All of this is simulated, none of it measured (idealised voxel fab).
process module | voxel ribs on slabs
cross-section cut | 230 nm wide | cells 5 nm
A cross-section is a grid of square cells, given in bands from the top down. A band is one or more rows of cells.
Each band's line starts with the height of the band's top and of its bottom, in nm. Then come its materials from left to right, each with its width in nm. One material with "throughout" fills the band from edge to edge. "air" is empty space.
Height 0 is the level under which the wafer as received is all one material. The lowest band goes on downwards, as in "0 down".
A width such as "30 to 40" changes by the same amount from each row of cells to the next, from the band's top row to its bottom row.
"no change" after a step means that no cell of the cross-section changed.
closed voids: empty space of 8 cells or more with no open way to the top, each as width x height at its distance from the left edge, in nm
after a step's settings: what the simulator itself notes on the step
overlay nm, on a step with a mask: how far to the right of its planned place the mask lay; to the left if negative
plan
1 op RECEIVE | material Si
2 op DIRECTIONAL_DEP | material SiO2 | thk nm 30
3 op DIRECTIONAL_DEP | material SiN | thk nm 25
4 op DIRECTIONAL_DEP | material aC | thk nm 10
5 op PATTERN | tone cover | mask id RIB | material resist | width nm 25 | thk nm 25 | overlay nm 0
6 op DIRECTIONAL_ETCH | etch materials aC | depth nm 10
7 op STRIP | etch materials resist
8 op DIRECTIONAL_ETCH | etch materials SiN | depth nm 10
9 op STRIP | etch materials aC
10 op DIRECTIONAL_DEP | material aC | thk nm 15
11 op PATTERN | tone cover | mask id SLAB | material resist | width nm 85 | thk nm 30 | overlay nm 0
12 op DIRECTIONAL_ETCH | etch materials aC | depth nm 15
13 op STRIP | etch materials resist
14 op DIRECTIONAL_ETCH | etch materials SiN | depth nm 15
15 op STRIP | etch materials aC
16 op FILL_DEP | material SiO2 | thk nm 15
17 op CMP | height nm 65
18 op DIRECTIONAL_DEP | material TiN | thk nm 5
19 op PATTERN | tone cover | mask id HEATER | material resist | width nm 35 | thk nm 20 | overlay nm 0
20 op DIRECTIONAL_ETCH | etch materials TiN | depth nm 5
21 op STRIP | etch materials resist
22 op CONFORMAL_DEP | material SiN | thk nm 10
first wafer, as planned
as received, after step 1
  0 down: Si throughout
  closed voids: none
after step 2
  30 to 0: SiO2 throughout
  below 0: unchanged
after step 3
  55 to 30: SiN throughout
  below 30: unchanged
after step 4
  65 to 55: aC throughout
  below 55: unchanged
after step 5
  90 to 65: air 100 | resist 25 | air 105
  below 65: unchanged
after step 6
  80 to 65: air 100 | resist 25 | air 105
  65 to 55: air 100 | aC 25 | air 105
  below 55: unchanged
after step 7
  65 to 55: air 100 | aC 25 | air 105
  below 55: unchanged
after step 8
  65 to 55: air 100 | aC 25 | air 105
  55 to 45: air 100 | SiN 25 | air 105
  below 45: unchanged
after step 9
  55 to 45: air 100 | SiN 25 | air 105
  below 45: unchanged
after step 10
  70 to 60: air 100 | aC 25 | air 105
  60 to 55: aC throughout
  55 to 45: aC 100 | SiN 25 | aC 105
  below 45: unchanged
after step 11
  100 to 70: air 70 | resist 85 | air 75
  70 to 60: air 70 | resist 30 | aC 25 | resist 30 | air 75
  below 60: unchanged
after step 12
  85 to 70: air 70 | resist 85 | air 75
  70 to 60: air 70 | resist 30 | aC 25 | resist 30 | air 75
  60 to 55: air 70 | aC 85 | air 75
  55 to 45: air 70 | aC 30 | SiN 25 | aC 30 | air 75
  below 45: unchanged
after step 13
  70 to 60: air 100 | aC 25 | air 105
  below 60: unchanged
after step 14
  70 to 60: air 100 | aC 25 | air 105
  60 to 55: air 70 | aC 85 | air 75
  55 to 45: air 70 | aC 30 | SiN 25 | aC 30 | air 75
  45 to 30: air 70 | SiN 85 | air 75
  below 30: unchanged
after step 15
  55 to 45: air 100 | SiN 25 | air 105
  below 45: unchanged
after step 16
  70 to 55: SiO2 throughout
  55 to 45: SiO2 100 | SiN 25 | SiO2 105
  45 to 30: SiO2 70 | SiN 85 | SiO2 75
  below 30: unchanged
after step 17
  65 to 55: SiO2 throughout
  below 55: unchanged
after step 18
  70 to 65: TiN throughout
  below 65: unchanged
after step 19
  90 to 70: air 95 | resist 35 | air 100
  below 70: unchanged
after step 20
  90 to 70: air 95 | resist 35 | air 100
  70 to 65: air 95 | TiN 35 | air 100
  below 65: unchanged
after step 21
  70 to 65: air 95 | TiN 35 | air 100
  below 65: unchanged
after step 22
  80 to 75: air 85 | SiN 55 | air 90
  75 to 70: SiN throughout
  70 to 65: SiN 95 | TiN 35 | SiN 100
  below 65: unchanged
second wafer: like start, like plan, one mistake. Through step 1 it matches the first wafer
when step 2 should have ended
  25 to 0: SiN throughout
  below 0: unchanged
when step 3 should have ended
  55 to 25: SiO2 throughout
  below 25: unchanged
when step 4 should have ended
  65 to 55: aC throughout
  below 55: unchanged
when step 5 should have ended
  90 to 65: air 100 | resist 25 | air 105
  below 65: unchanged
when step 6 should have ended
  80 to 65: air 100 | resist 25 | air 105
  65 to 55: air 100 | aC 25 | air 105
  below 55: unchanged
when step 7 should have ended
  65 to 55: air 100 | aC 25 | air 105
  below 55: unchanged
when step 8 should have ended: no change
when step 9 should have ended
  55 to 25: SiO2 throughout
  below 25: unchanged
when step 10 should have ended
  70 to 55: aC throughout
  below 55: unchanged
when step 11 should have ended
  100 to 70: air 70 | resist 85 | air 75
  below 70: unchanged
when step 12 should have ended
  85 to 70: air 70 | resist 85 | air 75
  70 to 55: air 70 | aC 85 | air 75
  below 55: unchanged
when step 13 should have ended
  70 to 55: air 70 | aC 85 | air 75
  below 55: unchanged
when step 14 should have ended: no change
when step 15 should have ended
  55 to 25: SiO2 throughout
  below 25: unchanged
when step 16 should have ended
  70 to 25: SiO2 throughout
  below 25: unchanged
when step 17 should have ended
  65 to 25: SiO2 throughout
  below 25: unchanged
when step 18 should have ended
  70 to 65: TiN throughout
  below 65: unchanged
when step 19 should have ended
  90 to 70: air 95 | resist 35 | air 100
  below 70: unchanged
when step 20 should have ended
  90 to 70: air 95 | resist 35 | air 100
  70 to 65: air 95 | TiN 35 | air 100
  below 65: unchanged
when step 21 should have ended
  70 to 65: air 95 | TiN 35 | air 100
  below 65: unchanged
when step 22 should have ended
  80 to 75: air 85 | SiN 55 | air 90
  75 to 70: SiN throughout
  70 to 65: SiN 95 | TiN 35 | SiN 100
  below 65: unchanged
what went wrong: steps 2 and 3 were swapped
at the end the second wafer has, in cells: 169 more of SiN | 169 fewer of SiO2
